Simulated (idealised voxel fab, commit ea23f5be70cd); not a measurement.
process module | voxel capacitor over wiring
cross-section cut | 295 nm wide | cells 5 nm
A cross-section is a grid of square cells, given in bands from the top down. A band is one or more rows of cells.
Each band's line starts with the height of the band's top and of its bottom, in nm. Then come its materials from left to right, each with its width in nm. One material with "throughout" fills the band from edge to edge. "air" is empty space.
Height 0 is the level under which the wafer as received is all one material. The lowest band goes on downwards, as in "0 down".
A width such as "30 to 40" changes by the same amount from each row of cells to the next, from the band's top row to its bottom row.
"no change" after a step means that no cell of the cross-section changed.
closed voids: empty space of 8 cells or more with no open way to the top, each as width x height at its distance from the left edge, in nm
after a step's settings: what the simulator itself notes on the step
overlay nm, on a step with a mask: how far to the right of its planned place the mask lay; to the left if negative
Each pair below shows a cross-section before one step and the cross-section after it, down to the lowest band that changed. The line under each pair gives the step between them, with its settings. The pairs can come from different runs of this module on the same starting wafer, so a pair continues from the pair above only where its "before" says so.
before
  0 down: Si throughout
  closed voids: none
after
  10 to 0: SiO2 throughout
  below 0: unchanged
  closed voids: none
the step between: op CONFORMAL_DEP | material SiO2 | thk nm 10
before: the cross-section after the pair above
after
  15 to 10: TiN throughout
  below 10: unchanged
  closed voids: none
the step between: op DIRECTIONAL_DEP | material TiN | thk nm 5
before: the cross-section after the pair above
after
  40 to 15: W throughout
  below 15: unchanged
  closed voids: none
the step between: op DIRECTIONAL_DEP | material W | thk nm 25
before: the cross-section after the pair above
after
  40 to 15: air 95 | W 20 | air 60 | W 20 | air 100
  below 15: unchanged
  closed voids: none
the step between: op MASKED_ETCH | tone cover | mask id METAL_1 | width nm 20 | pitch nm 80 | etch materials W | depth nm 25 | overlay nm 0
before: the cross-section after the pair above
after
  40 to 15: air 95 | W 20 | air 60 | W 20 | air 100
  15 to 10: air 95 | TiN 20 | air 60 | TiN 20 | air 100
  below 10: unchanged
  closed voids: none
the step between: op MASKED_ETCH | tone cover | mask id METAL_1 | width nm 20 | pitch nm 80 | etch materials TiN | depth nm 5 | overlay nm 0
before: the cross-section after the pair above
after
  45 to 40: SiO2 throughout
  40 to 15: SiO2 95 | W 20 | SiO2 60 | W 20 | SiO2 100
  15 to 10: SiO2 95 | TiN 20 | SiO2 60 | TiN 20 | SiO2 100
  below 10: unchanged
  closed voids: none
the step between: op FILL_DEP | material SiO2 | thk nm 5
before: the cross-section after the pair above
after
  40 to 15: SiO2 95 | W 20 | SiO2 60 | W 20 | SiO2 100
  below 15: unchanged
  closed voids: none
the step between: op CMP | height nm 40
before: the cross-section after the pair above
after
  45 to 40: SiCN throughout
  below 40: unchanged
  closed voids: none
the step between: op CONFORMAL_DEP | material SiCN | thk nm 5
before: the cross-section after the pair above
after
  60 to 45: SiO2 throughout
  below 45: unchanged
  closed voids: none
the step between: op DIRECTIONAL_DEP | material SiO2 | thk nm 15
before: the cross-section after the pair above
after
  70 to 60: aC throughout
  below 60: unchanged
  closed voids: none
the step between: op DIRECTIONAL_DEP | material aC | thk nm 10
before: the cross-section after the pair above
after
  95 to 70: resist 100 | air 15 | resist 180
  below 70: unchanged
  closed voids: none
the step between: op PATTERN | tone open | mask id PLUG_1 | material resist | width nm 15 | thk nm 25 | overlay nm 0
before: the cross-section after the pair above
after
  85 to 70: resist 100 | air 15 | resist 180
  70 to 60: aC 100 | air 15 | aC 180
  below 60: unchanged
  closed voids: none
the step between: op DIRECTIONAL_ETCH | etch materials aC | depth nm 10
before: the cross-section after the pair above
after
  70 to 60: aC 100 | air 15 | aC 180
  below 60: unchanged
  closed voids: none
the step between: op STRIP | etch materials resist
before: the cross-section after the pair above
after
  70 to 60: aC 100 | air 15 | aC 180
  60 to 45: SiO2 100 | air 15 | SiO2 180
  below 45: unchanged
  closed voids: none
the step between: op DIRECTIONAL_ETCH | etch materials SiO2 | depth nm 15
before: the cross-section after the pair above
after
  70 to 60: aC 100 | air 15 | aC 180
  60 to 45: SiO2 100 | air 15 | SiO2 180
  45 to 40: SiCN 100 | air 15 | SiCN 180
  below 40: unchanged
  closed voids: none
the step between: op DIRECTIONAL_ETCH | etch materials SiCN | depth nm 5
before: the cross-section after the pair above
after
  60 to 45: SiO2 100 | air 15 | SiO2 180
  below 45: unchanged
  closed voids: none
the step between: op STRIP | etch materials aC
before: the cross-section after the pair above
after
  60 to 50: SiO2 100 | air 15 | SiO2 180
  50 to 45: SiO2 100 | Ru 15 | SiO2 180
  45 to 40: SiCN 100 | Ru 15 | SiCN 180
  below 40: unchanged
  closed voids: none
the step between: op EPI | material Ru | thk nm 10
before: the cross-section after the pair above
after
  60 to 45: SiO2 100 | Ru 15 | SiO2 180
  below 45: unchanged
  closed voids: none
the step between: op EPI | material Ru | thk nm 10
before: the cross-section after the pair above
after
  65 to 60: TiN throughout
  below 60: unchanged
  closed voids: none
the step between: op DIRECTIONAL_DEP | material TiN | thk nm 5
before: the cross-section after the pair above
after
  70 to 65: Al2O3 throughout
  below 65: unchanged
  closed voids: none
the step between: op DIRECTIONAL_DEP | material Al2O3 | thk nm 5
before: the cross-section after the pair above
after
  80 to 70: TiN throughout
  below 70: unchanged
  closed voids: none
the step between: op DIRECTIONAL_DEP | material TiN | thk nm 10
before: the cross-section after the pair above
after
  80 to 70: air 100 | TiN 65 | air 130
  below 70: unchanged
  closed voids: none
the step between: op MASKED_ETCH | tone cover | mask id UPPER_PLATE | width nm 65 | etch materials TiN | depth nm 10 | overlay nm 0
before: the cross-section after the pair above
after
  80 to 70: air 100 | TiN 65 | air 130
  70 to 65: air 100 | Al2O3 65 | air 130
  below 65: unchanged
  closed voids: none
the step between: op MASKED_ETCH | tone cover | mask id UPPER_PLATE | width nm 65 | etch materials Al2O3 | depth nm 5 | overlay nm 0
before: the cross-section after the pair above
after
  95 to 80: air 95 | resist 75 | air 125
  80 to 70: air 95 | resist 5 | TiN 65 | resist 5 | air 125
  70 to 65: air 95 | resist 5 | Al2O3 65 | resist 5 | air 125
  below 65: unchanged
  closed voids: none
the step between: op PATTERN | tone cover | mask id LOWER_PLATE | material resist | width nm 75 | thk nm 15 | overlay nm 0
before: the cross-section after the pair above
after
  95 to 80: air 95 | resist 75 | air 125
  80 to 70: air 95 | resist 5 | TiN 65 | resist 5 | air 125
  70 to 65: air 95 | resist 5 | Al2O3 65 | resist 5 | air 125
  65 to 60: air 95 | TiN 75 | air 125
  below 60: unchanged
  closed voids: none
the step between: op DIRECTIONAL_ETCH | etch materials TiN | depth nm 5
before: the cross-section after the pair above
after
  80 to 70: air 100 | TiN 65 | air 130
  70 to 65: air 100 | Al2O3 65 | air 130
  below 65: unchanged
  closed voids: none
the step between: op STRIP | etch materials resist
before: the cross-section after the pair above
after
  100 to 80: SiO2 throughout
  80 to 70: SiO2 100 | TiN 65 | SiO2 130
  70 to 65: SiO2 100 | Al2O3 65 | SiO2 130
  65 to 60: SiO2 95 | TiN 75 | SiO2 125
  below 60: unchanged
  closed voids: none
the step between: op FILL_DEP | material SiO2 | thk nm 20
before: the cross-section after the pair above
after
  95 to 80: SiO2 throughout
  below 80: unchanged
  closed voids: none
the step between: op CMP | height nm 95
before: the cross-section after the pair above
after
  110 to 95: aC throughout
  below 95: unchanged
  closed voids: none
the step between: op DIRECTIONAL_DEP | material aC | thk nm 15
before: the cross-section after the pair above
after
  140 to 110: resist 110 | air 15 | resist 170
  below 110: unchanged
  closed voids: none
the step between: op PATTERN | tone open | mask id PLUG_2 | material resist | width nm 15 | thk nm 30 | overlay nm 0
before: the cross-section after the pair above
after
  125 to 110: resist 110 | air 15 | resist 170
  110 to 95: aC 110 | air 15 | aC 170
  below 95: unchanged
  closed voids: none
the step between: op DIRECTIONAL_ETCH | etch materials aC | depth nm 15
before: the cross-section after the pair above
after
  110 to 95: aC 110 | air 15 | aC 170
  below 95: unchanged
  closed voids: none
the step between: op STRIP | etch materials resist
before: the cross-section after the pair above
after
  110 to 95: aC 110 | air 15 | aC 170
  95 to 80: SiO2 110 | air 15 | SiO2 170
  below 80: unchanged
  closed voids: none
the step between: op DIRECTIONAL_ETCH | etch materials SiO2 | depth nm 15
before: the cross-section after the pair above
after
  95 to 80: SiO2 110 | air 15 | SiO2 170
  below 80: unchanged
  closed voids: none
the step between: op STRIP | etch materials aC
before: the cross-section after the pair above
after
  100 to 95: TiN 115 | air 5 | TiN 175
  95 to 85: SiO2 110 | TiN 5 | air 5 | TiN 5 | SiO2 170
  85 to 80: SiO2 110 | TiN 15 | SiO2 170
  below 80: unchanged
  closed voids: none
the step between: op CONFORMAL_DEP | material TiN | thk nm 5
before: the cross-section after the pair above
after
  105 to 100: Ru throughout
  100 to 95: TiN 115 | Ru 5 | TiN 175
  95 to 85: SiO2 110 | TiN 5 | Ru 5 | TiN 5 | SiO2 170
  below 85: unchanged
  closed voids: none
the step between: op FILL_DEP | material Ru | thk nm 5
before: the cross-section after the pair above
after
  95 to 85: SiO2 110 | TiN 5 | Ru 5 | TiN 5 | SiO2 170
  below 85: unchanged
  closed voids: none
the step between: op CMP | height nm 95
before: the cross-section after the pair above
after
  100 to 95: SiCN throughout
  below 95: unchanged
  closed voids: none
the step between: op CONFORMAL_DEP | material SiCN | thk nm 5
before
  10 to 0: SiO2 throughout
  0 down: Si throughout
  closed voids: none
after
  35 to 10: W throughout
  below 10: unchanged
  closed voids: none
the step between: op DIRECTIONAL_DEP | material W | thk nm 25
before: the cross-section after the pair above
after
  35 to 10: air 95 | W 20 | air 60 | W 20 | air 100
  below 10: unchanged
  closed voids: none
the step between: op MASKED_ETCH | tone cover | mask id METAL_1 | width nm 20 | pitch nm 80 | etch materials W | depth nm 25 | overlay nm 0
before: the cross-section after the pair above
after
  40 to 35: SiO2 throughout
  35 to 10: SiO2 95 | W 20 | SiO2 60 | W 20 | SiO2 100
  below 10: unchanged
  closed voids: none
the step between: op FILL_DEP | material SiO2 | thk nm 5
before: the cross-section after the pair above
after
  45 to 40: SiCN throughout
  below 40: unchanged
  closed voids: none
the step between: op CONFORMAL_DEP | material SiCN | thk nm 5
before: the cross-section after the pair above
after
  60 to 45: SiO2 throughout
  below 45: unchanged
  closed voids: none
the step between: op DIRECTIONAL_DEP | material SiO2 | thk nm 15
before: the cross-section after the pair above
after
  70 to 60: aC throughout
  below 60: unchanged
  closed voids: none
the step between: op DIRECTIONAL_DEP | material aC | thk nm 10
before: the cross-section after the pair above
after
  95 to 70: resist 100 | air 15 | resist 180
  below 70: unchanged
  closed voids: none
the step between: op PATTERN | tone open | mask id PLUG_1 | material resist | width nm 15 | thk nm 25 | overlay nm 0
before: the cross-section after the pair above
after
  85 to 70: resist 100 | air 15 | resist 180
  70 to 60: aC 100 | air 15 | aC 180
  below 60: unchanged
  closed voids: none
the step between: op DIRECTIONAL_ETCH | etch materials aC | depth nm 10
before: the cross-section after the pair above
after
  70 to 60: aC 100 | air 15 | aC 180
  below 60: unchanged
  closed voids: none
the step between: op STRIP | etch materials resist
before: the cross-section after the pair above
after
  70 to 60: aC 100 | air 15 | aC 180
  60 to 45: SiO2 100 | air 15 | SiO2 180
  below 45: unchanged
  closed voids: none
the step between: op DIRECTIONAL_ETCH | etch materials SiO2 | depth nm 15
before: the cross-section after the pair above
after
  70 to 60: aC 100 | air 15 | aC 180
  60 to 45: SiO2 100 | air 15 | SiO2 180
  45 to 40: SiCN 100 | air 15 | SiCN 180
  below 40: unchanged
  closed voids: none
the step between: op DIRECTIONAL_ETCH | etch materials SiCN | depth nm 5
before: the cross-section after the pair above
after
  60 to 45: SiO2 100 | air 15 | SiO2 180
  below 45: unchanged
  closed voids: none
the step between: op STRIP | etch materials aC
before: the cross-section after the pair above
after
  65 to 60: TiN 100 | air 15 | TiN 180
  60 to 45: SiO2 100 | air 15 | SiO2 180
  45 to 40: SiCN 100 | TiN 15 | SiCN 180
  below 40: unchanged
  closed voids: none
the step between: op DIRECTIONAL_DEP | material TiN | thk nm 5
before: the cross-section after the pair above
after
  70 to 65: Al2O3 100 | air 15 | Al2O3 180
  65 to 60: TiN 100 | air 15 | TiN 180
  60 to 50: SiO2 100 | air 15 | SiO2 180
  50 to 45: SiO2 100 | Al2O3 15 | SiO2 180
  below 45: unchanged
  closed voids: none
the step between: op DIRECTIONAL_DEP | material Al2O3 | thk nm 5
before: the cross-section after the pair above
after
  80 to 70: TiN 100 | air 15 | TiN 180
  70 to 65: Al2O3 100 | air 15 | Al2O3 180
  65 to 60: TiN 100 | air 15 | TiN 180
  60 to 50: SiO2 100 | TiN 15 | SiO2 180
  below 50: unchanged
  closed voids: none
the step between: op DIRECTIONAL_DEP | material TiN | thk nm 10
before: the cross-section after the pair above
after
  80 to 70: air 115 | TiN 50 | air 130
  below 70: unchanged
  closed voids: none
the step between: op MASKED_ETCH | tone cover | mask id UPPER_PLATE | width nm 65 | etch materials TiN | depth nm 10 | overlay nm 0
before: the cross-section after the pair above
after
  80 to 70: air 115 | TiN 50 | air 130
  70 to 65: air 115 | Al2O3 50 | air 130
  below 65: unchanged
  closed voids: none
the step between: op MASKED_ETCH | tone cover | mask id UPPER_PLATE | width nm 65 | etch materials Al2O3 | depth nm 5 | overlay nm 0
before: the cross-section after the pair above
after
  95 to 80: air 95 | resist 75 | air 125
  80 to 70: air 95 | resist 20 | TiN 50 | resist 5 | air 125
  70 to 65: air 95 | resist 20 | Al2O3 50 | resist 5 | air 125
  65 to 60: TiN 100 | resist 15 | TiN 180
  below 60: unchanged
  closed voids: none
the step between: op PATTERN | tone cover | mask id LOWER_PLATE | material resist | width nm 75 | thk nm 15 | overlay nm 0
before: the cross-section after the pair above
after
  95 to 80: air 95 | resist 75 | air 125
  80 to 70: air 95 | resist 20 | TiN 50 | resist 5 | air 125
  70 to 65: air 95 | resist 20 | Al2O3 50 | resist 5 | air 125
  65 to 60: air 95 | TiN 5 | resist 15 | TiN 55 | air 125
  below 60: unchanged
  closed voids: none
the step between: op DIRECTIONAL_ETCH | etch materials TiN | depth nm 5
before: the cross-section after the pair above
after
  80 to 70: air 115 | TiN 50 | air 130
  70 to 65: air 115 | Al2O3 50 | air 130
  65 to 60: air 95 | TiN 5 | air 15 | TiN 55 | air 125
  below 60: unchanged
  closed voids: none
the step between: op STRIP | etch materials resist
before: the cross-section after the pair above
after
  100 to 80: SiO2 throughout
  80 to 70: SiO2 115 | TiN 50 | SiO2 130
  70 to 65: SiO2 115 | Al2O3 50 | SiO2 130
  65 to 60: SiO2 95 | TiN 5 | SiO2 15 | TiN 55 | SiO2 125
  below 60: unchanged
  closed voids: none
the step between: op FILL_DEP | material SiO2 | thk nm 20
before: the cross-section after the pair above
after
  95 to 80: SiO2 throughout
  below 80: unchanged
  closed voids: none
the step between: op CMP | height nm 95
before: the cross-section after the pair above
after
  110 to 95: aC throughout
  below 95: unchanged
  closed voids: none
the step between: op DIRECTIONAL_DEP | material aC | thk nm 15
before: the cross-section after the pair above
after
  140 to 110: resist 110 | air 15 | resist 170
  below 110: unchanged
  closed voids: none
the step between: op PATTERN | tone open | mask id PLUG_2 | material resist | width nm 15 | thk nm 30 | overlay nm 0
before: the cross-section after the pair above
after
  125 to 110: resist 110 | air 15 | resist 170
  110 to 95: aC 110 | air 15 | aC 170
  below 95: unchanged
  closed voids: none
the step between: op DIRECTIONAL_ETCH | etch materials aC | depth nm 15
before: the cross-section after the pair above
after
  110 to 95: aC 110 | air 15 | aC 170
  below 95: unchanged
  closed voids: none
the step between: op STRIP | etch materials resist
before: the cross-section after the pair above
after
  110 to 95: aC 110 | air 15 | aC 170
  95 to 80: SiO2 110 | air 15 | SiO2 170
  below 80: unchanged
  closed voids: none
the step between: op DIRECTIONAL_ETCH | etch materials SiO2 | depth nm 15
before: the cross-section after the pair above
after
  95 to 80: SiO2 110 | air 15 | SiO2 170
  below 80: unchanged
  closed voids: none
the step between: op STRIP | etch materials aC
before: the cross-section after the pair above
after
  100 to 95: TiN 115 | air 5 | TiN 175
  95 to 85: SiO2 110 | TiN 5 | air 5 | TiN 5 | SiO2 170
  85 to 80: SiO2 110 | TiN 15 | SiO2 170
  below 80: unchanged
  closed voids: none
the step between: op CONFORMAL_DEP | material TiN | thk nm 5
before: the cross-section after the pair above
after
  105 to 100: Ru throughout
  100 to 95: TiN 115 | Ru 5 | TiN 175
  95 to 85: SiO2 110 | TiN 5 | Ru 5 | TiN 5 | SiO2 170
  below 85: unchanged
  closed voids: none
the step between: op FILL_DEP | material Ru | thk nm 5
before: the cross-section after the pair above
after
  95 to 85: SiO2 110 | TiN 5 | Ru 5 | TiN 5 | SiO2 170
  below 85: unchanged
  closed voids: none
the step between: op CMP | height nm 95
before: the cross-section after the pair above
after
  100 to 95: SiCN throughout
  below 95: unchanged
  closed voids: none
the step between: op CONFORMAL_DEP | material SiCN | thk nm 5
before
  60 to 45: SiO2 100 | Ru 15 | SiO2 180
  45 to 40: SiCN 100 | Ru 15 | SiCN 180
  40 to 15: SiO2 95 | W 20 | SiO2 60 | W 20 | SiO2 100
  15 to 10: SiO2 95 | TiN 20 | SiO2 60 | TiN 20 | SiO2 100
  10 to 0: SiO2 throughout
  0 down: Si throughout
  closed voids: none
after
  70 to 60: air 90 | Ru 35 | air 170
  below 60: unchanged
  closed voids: none
the step between: op EPI | material Ru | thk nm 10
before: the cross-section after the pair above
after
  75 to 70: air 90 | TiN 35 | air 170
  70 to 65: air 90 | Ru 35 | air 170
  65 to 60: TiN 90 | Ru 35 | TiN 170
  below 60: unchanged
  closed voids: none
the step between: op DIRECTIONAL_DEP | material TiN | thk nm 5
before: the cross-section after the pair above
after
  80 to 75: air 90 | Al2O3 35 | air 170
  75 to 70: air 90 | TiN 35 | air 170
  70 to 65: Al2O3 90 | Ru 35 | Al2O3 170
  below 65: unchanged
  closed voids: none
the step between: op DIRECTIONAL_DEP | material Al2O3 | thk nm 5
before: the cross-section after the pair above
after
  90 to 80: air 90 | TiN 35 | air 170
  80 to 75: TiN 90 | Al2O3 35 | TiN 170
  75 to 70: TiN throughout
  below 70: unchanged
  closed voids: none
the step between: op DIRECTIONAL_DEP | material TiN | thk nm 10
before: the cross-section after the pair above
after
  90 to 80: air 100 | TiN 25 | air 170
  80 to 75: air 90 | Al2O3 35 | TiN 40 | air 130
  75 to 70: air 90 | TiN 75 | air 130
  below 70: unchanged
  closed voids: none
the step between: op MASKED_ETCH | tone cover | mask id UPPER_PLATE | width nm 65 | etch materials TiN | depth nm 10 | overlay nm 0
before: the cross-section after the pair above
after
  90 to 80: air 100 | TiN 25 | air 170
  80 to 75: air 100 | Al2O3 25 | TiN 40 | air 130
  75 to 70: air 90 | TiN 75 | air 130
  70 to 65: air 90 | Ru 35 | Al2O3 40 | air 130
  below 65: unchanged
  closed voids: none
the step between: op MASKED_ETCH | tone cover | mask id UPPER_PLATE | width nm 65 | etch materials Al2O3 | depth nm 5 | overlay nm 0
before: the cross-section after the pair above
after
  105 to 90: air 95 | resist 75 | air 125
  90 to 80: air 95 | resist 5 | TiN 25 | resist 45 | air 125
  80 to 75: air 95 | resist 5 | Al2O3 25 | TiN 40 | resist 5 | air 125
  75 to 70: air 90 | TiN 75 | resist 5 | air 125
  70 to 65: air 90 | Ru 35 | Al2O3 40 | resist 5 | air 125
  below 65: unchanged
  closed voids: none
the step between: op PATTERN | tone cover | mask id LOWER_PLATE | material resist | width nm 75 | thk nm 15 | overlay nm 0
before: the cross-section after the pair above
after
  105 to 90: air 95 | resist 75 | air 125
  90 to 80: air 95 | resist 5 | TiN 25 | resist 45 | air 125
  80 to 75: air 95 | resist 5 | Al2O3 25 | TiN 40 | resist 5 | air 125
  75 to 70: air 95 | TiN 70 | resist 5 | air 125
  70 to 65: air 90 | Ru 35 | Al2O3 40 | resist 5 | air 125
  65 to 60: air 90 | Ru 35 | TiN 45 | air 125
  below 60: unchanged
  closed voids: none
the step between: op DIRECTIONAL_ETCH | etch materials TiN | depth nm 5
before: the cross-section after the pair above
after
  90 to 80: air 100 | TiN 25 | air 170
  80 to 75: air 100 | Al2O3 25 | TiN 40 | air 130
  75 to 70: air 95 | TiN 70 | air 130
  70 to 65: air 90 | Ru 35 | Al2O3 40 | air 130
  below 65: unchanged
  closed voids: none
the step between: op STRIP | etch materials resist
before: the cross-section after the pair above
after
  110 to 90: SiO2 throughout
  90 to 80: SiO2 100 | TiN 25 | SiO2 170
  80 to 75: SiO2 100 | Al2O3 25 | TiN 40 | SiO2 130
  75 to 70: SiO2 95 | TiN 70 | SiO2 130
  70 to 65: SiO2 90 | Ru 35 | Al2O3 40 | SiO2 130
  65 to 60: SiO2 90 | Ru 35 | TiN 45 | SiO2 125
  below 60: unchanged
  closed voids: none
the step between: op FILL_DEP | material SiO2 | thk nm 20
before: the cross-section after the pair above
after
  95 to 90: SiO2 throughout
  below 90: unchanged
  closed voids: none
the step between: op CMP | height nm 95
before: the cross-section after the pair above
after
  110 to 95: aC throughout
  below 95: unchanged
  closed voids: none
the step between: op DIRECTIONAL_DEP | material aC | thk nm 15
before: the cross-section after the pair above
after
  140 to 110: resist 110 | air 15 | resist 170
  below 110: unchanged
  closed voids: none
the step between: op PATTERN | tone open | mask id PLUG_2 | material resist | width nm 15 | thk nm 30 | overlay nm 0
before: the cross-section after the pair above
after
  125 to 110: resist 110 | air 15 | resist 170
  110 to 95: aC 110 | air 15 | aC 170
  below 95: unchanged
  closed voids: none
the step between: op DIRECTIONAL_ETCH | etch materials aC | depth nm 15
before: the cross-section after the pair above
after
  110 to 95: aC 110 | air 15 | aC 170
  below 95: unchanged
  closed voids: none
the step between: op STRIP | etch materials resist
before: the cross-section after the pair above
after
  110 to 95: aC 110 | air 15 | aC 170
  95 to 90: SiO2 110 | air 15 | SiO2 170
  below 90: unchanged
  closed voids: none
the step between: op DIRECTIONAL_ETCH | etch materials SiO2 | depth nm 15
before: the cross-section after the pair above
after
  95 to 90: SiO2 110 | air 15 | SiO2 170
  below 90: unchanged
  closed voids: none
the step between: op STRIP | etch materials aC
before: the cross-section after the pair above
after
  100 to 95: TiN 115 | air 5 | TiN 175
  95 to 90: SiO2 110 | TiN 15 | SiO2 170
  below 90: unchanged
  closed voids: none
the step between: op CONFORMAL_DEP | material TiN | thk nm 5
before: the cross-section after the pair above
after
  105 to 100: Ru throughout
  100 to 95: TiN 115 | Ru 5 | TiN 175
  below 95: unchanged
  closed voids: none
the step between: op FILL_DEP | material Ru | thk nm 5
before: the cross-section after the pair above
after
  95 to 90: SiO2 110 | TiN 15 | SiO2 170
  below 90: unchanged
  closed voids: none
the step between: op CMP | height nm 95
before: the cross-section after the pair above
after
  100 to 95: SiCN throughout
  below 95: unchanged
  closed voids: none
the step between: op CONFORMAL_DEP | material SiCN | thk nm 5
before
  65 to 60: TiN throughout
  60 to 45: SiO2 100 | Ru 15 | SiO2 180
  45 to 40: SiCN 100 | Ru 15 | SiCN 180
  40 to 15: SiO2 95 | W 20 | SiO2 60 | W 20 | SiO2 100
  15 to 10: SiO2 95 | TiN 20 | SiO2 60 | TiN 20 | SiO2 100
  10 to 0: SiO2 throughout
  0 down: Si throughout
  closed voids: none
after
  75 to 60: TiN throughout
  below 60: unchanged
  closed voids: none
the step between: op DIRECTIONAL_DEP | material TiN | thk nm 10
before: the cross-section after the pair above
after
  80 to 75: Al2O3 throughout
  below 75: unchanged
  closed voids: none
the step between: op DIRECTIONAL_DEP | material Al2O3 | thk nm 5
before: the cross-section after the pair above
after
  80 to 75: air 100 | Al2O3 65 | air 130
  below 75: unchanged
  closed voids: none
the step between: op MASKED_ETCH | tone cover | mask id UPPER_PLATE | width nm 65 | etch materials Al2O3 | depth nm 5 | overlay nm 0
before: the cross-section after the pair above
after
  95 to 80: air 95 | resist 75 | air 125
  80 to 75: air 95 | resist 5 | Al2O3 65 | resist 5 | air 125
  below 75: unchanged
  closed voids: none
the step between: op PATTERN | tone cover | mask id LOWER_PLATE | material resist | width nm 75 | thk nm 15 | overlay nm 0
before: the cross-section after the pair above
after
  95 to 80: air 95 | resist 75 | air 125
  80 to 75: air 95 | resist 5 | Al2O3 65 | resist 5 | air 125
  75 to 70: air 95 | TiN 75 | air 125
  below 70: unchanged
  closed voids: none
the step between: op DIRECTIONAL_ETCH | etch materials TiN | depth nm 5
before: the cross-section after the pair above
after
  80 to 75: air 100 | Al2O3 65 | air 130
  below 75: unchanged
  closed voids: none
the step between: op STRIP | etch materials resist
before: the cross-section after the pair above
after
  100 to 80: SiO2 throughout
  80 to 75: SiO2 100 | Al2O3 65 | SiO2 130
  75 to 70: SiO2 95 | TiN 75 | SiO2 125
  below 70: unchanged
  closed voids: none
the step between: op FILL_DEP | material SiO2 | thk nm 20
before: the cross-section after the pair above
after
  95 to 80: SiO2 throughout
  below 80: unchanged
  closed voids: none
the step between: op CMP | height nm 95
before: the cross-section after the pair above
after
  110 to 95: aC throughout
  below 95: unchanged
  closed voids: none
the step between: op DIRECTIONAL_DEP | material aC | thk nm 15
before: the cross-section after the pair above
after
  140 to 110: resist 110 | air 15 | resist 170
  below 110: unchanged
  closed voids: none
the step between: op PATTERN | tone open | mask id PLUG_2 | material resist | width nm 15 | thk nm 30 | overlay nm 0
before: the cross-section after the pair above
after
  125 to 110: resist 110 | air 15 | resist 170
  110 to 95: aC 110 | air 15 | aC 170
  below 95: unchanged
  closed voids: none
the step between: op DIRECTIONAL_ETCH | etch materials aC | depth nm 15
before: the cross-section after the pair above
after
  110 to 95: aC 110 | air 15 | aC 170
  below 95: unchanged
  closed voids: none
the step between: op STRIP | etch materials resist
before: the cross-section after the pair above
after
  110 to 95: aC 110 | air 15 | aC 170
  95 to 80: SiO2 110 | air 15 | SiO2 170
  below 80: unchanged
  closed voids: none
the step between: op DIRECTIONAL_ETCH | etch materials SiO2 | depth nm 15
before: the cross-section after the pair above
after
  95 to 80: SiO2 110 | air 15 | SiO2 170
  below 80: unchanged
  closed voids: none
the step between: op STRIP | etch materials aC
before: the cross-section after the pair above
after
  100 to 95: TiN 115 | air 5 | TiN 175
  95 to 85: SiO2 110 | TiN 5 | air 5 | TiN 5 | SiO2 170
  85 to 80: SiO2 110 | TiN 15 | SiO2 170
  below 80: unchanged
  closed voids: none
the step between: op CONFORMAL_DEP | material TiN | thk nm 5
before: the cross-section after the pair above
after
  105 to 100: Ru throughout
  100 to 95: TiN 115 | Ru 5 | TiN 175
  95 to 85: SiO2 110 | TiN 5 | Ru 5 | TiN 5 | SiO2 170
  below 85: unchanged
  closed voids: none
the step between: op FILL_DEP | material Ru | thk nm 5
before: the cross-section after the pair above
after
  95 to 85: SiO2 110 | TiN 5 | Ru 5 | TiN 5 | SiO2 170
  below 85: unchanged
  closed voids: none
the step between: op CMP | height nm 95
before: the cross-section after the pair above
after
  100 to 95: SiCN throughout
  below 95: unchanged
  closed voids: none
the step between: op CONFORMAL_DEP | material SiCN | thk nm 5
before
  105 to 100: Ru throughout
  100 to 95: TiN 115 | Ru 5 | TiN 175
  95 to 85: SiO2 110 | TiN 5 | Ru 5 | TiN 5 | SiO2 170
  85 to 80: SiO2 110 | TiN 15 | SiO2 170
  80 to 70: SiO2 100 | TiN 65 | SiO2 130
  70 to 65: SiO2 100 | Al2O3 65 | SiO2 130
  65 to 60: SiO2 95 | TiN 75 | SiO2 125
  60 to 45: SiO2 100 | Ru 15 | SiO2 180
  45 to 40: SiCN 100 | Ru 15 | SiCN 180
  40 to 15: SiO2 95 | W 20 | SiO2 60 | W 20 | SiO2 100
  15 to 10: SiO2 95 | TiN 20 | SiO2 60 | TiN 20 | SiO2 100
  10 to 0: SiO2 throughout
  0 down: Si throughout
  closed voids: none
after
  100 to 95: TiN 115 | Ru 5 | TiN 175
  below 95: unchanged
  closed voids: none
the step between: op CMP | height nm 100
before: the cross-section after the pair above
after
  105 to 100: SiCN throughout
  below 100: unchanged
  closed voids: none
the step between: op CONFORMAL_DEP | material SiCN | thk nm 5
before
  80 to 70: air 100 | TiN 65 | air 130
  70 to 65: air 100 | Al2O3 65 | air 130
  65 to 60: TiN throughout
  60 to 45: SiO2 100 | Ru 15 | SiO2 180
  45 to 40: SiCN 100 | Ru 15 | SiCN 180
  40 to 15: SiO2 95 | W 20 | SiO2 60 | W 20 | SiO2 100
  15 to 10: SiO2 95 | TiN 20 | SiO2 60 | TiN 20 | SiO2 100
  10 to 0: SiO2 throughout
  0 down: Si throughout
  closed voids: none
after
  95 to 80: air 100 | resist 65 | air 130
  below 80: unchanged
  closed voids: none
the step between: op PATTERN | tone cover | mask id LOWER_PLATE | material resist | width nm 65 | thk nm 15 | overlay nm 0
before: the cross-section after the pair above
after
  95 to 80: air 100 | resist 65 | air 130
  80 to 70: air 100 | TiN 65 | air 130
  70 to 65: air 100 | Al2O3 65 | air 130
  65 to 60: air 100 | TiN 65 | air 130
  below 60: unchanged
  closed voids: none
the step between: op DIRECTIONAL_ETCH | etch materials TiN | depth nm 5
before: the cross-section after the pair above
after
  80 to 70: air 100 | TiN 65 | air 130
  below 70: unchanged
  closed voids: none
the step between: op STRIP | etch materials resist
before: the cross-section after the pair above
after
  100 to 80: SiO2 throughout
  80 to 70: SiO2 100 | TiN 65 | SiO2 130
  70 to 65: SiO2 100 | Al2O3 65 | SiO2 130
  65 to 60: SiO2 100 | TiN 65 | SiO2 130
  below 60: unchanged
  closed voids: none
the step between: op FILL_DEP | material SiO2 | thk nm 20
before: the cross-section after the pair above
after
  95 to 80: SiO2 throughout
  below 80: unchanged
  closed voids: none
the step between: op CMP | height nm 95
before: the cross-section after the pair above
after
  110 to 95: aC throughout
  below 95: unchanged
  closed voids: none
the step between: op DIRECTIONAL_DEP | material aC | thk nm 15
before: the cross-section after the pair above
after
  140 to 110: resist 110 | air 15 | resist 170
  below 110: unchanged
  closed voids: none
the step between: op PATTERN | tone open | mask id PLUG_2 | material resist | width nm 15 | thk nm 30 | overlay nm 0
before: the cross-section after the pair above
after
  125 to 110: resist 110 | air 15 | resist 170
  110 to 95: aC 110 | air 15 | aC 170
  below 95: unchanged
  closed voids: none
the step between: op DIRECTIONAL_ETCH | etch materials aC | depth nm 15
before: the cross-section after the pair above
after
  110 to 95: aC 110 | air 15 | aC 170
  below 95: unchanged
  closed voids: none
the step between: op STRIP | etch materials resist
before: the cross-section after the pair above
after
  110 to 95: aC 110 | air 15 | aC 170
  95 to 80: SiO2 110 | air 15 | SiO2 170
  below 80: unchanged
  closed voids: none
the step between: op DIRECTIONAL_ETCH | etch materials SiO2 | depth nm 15
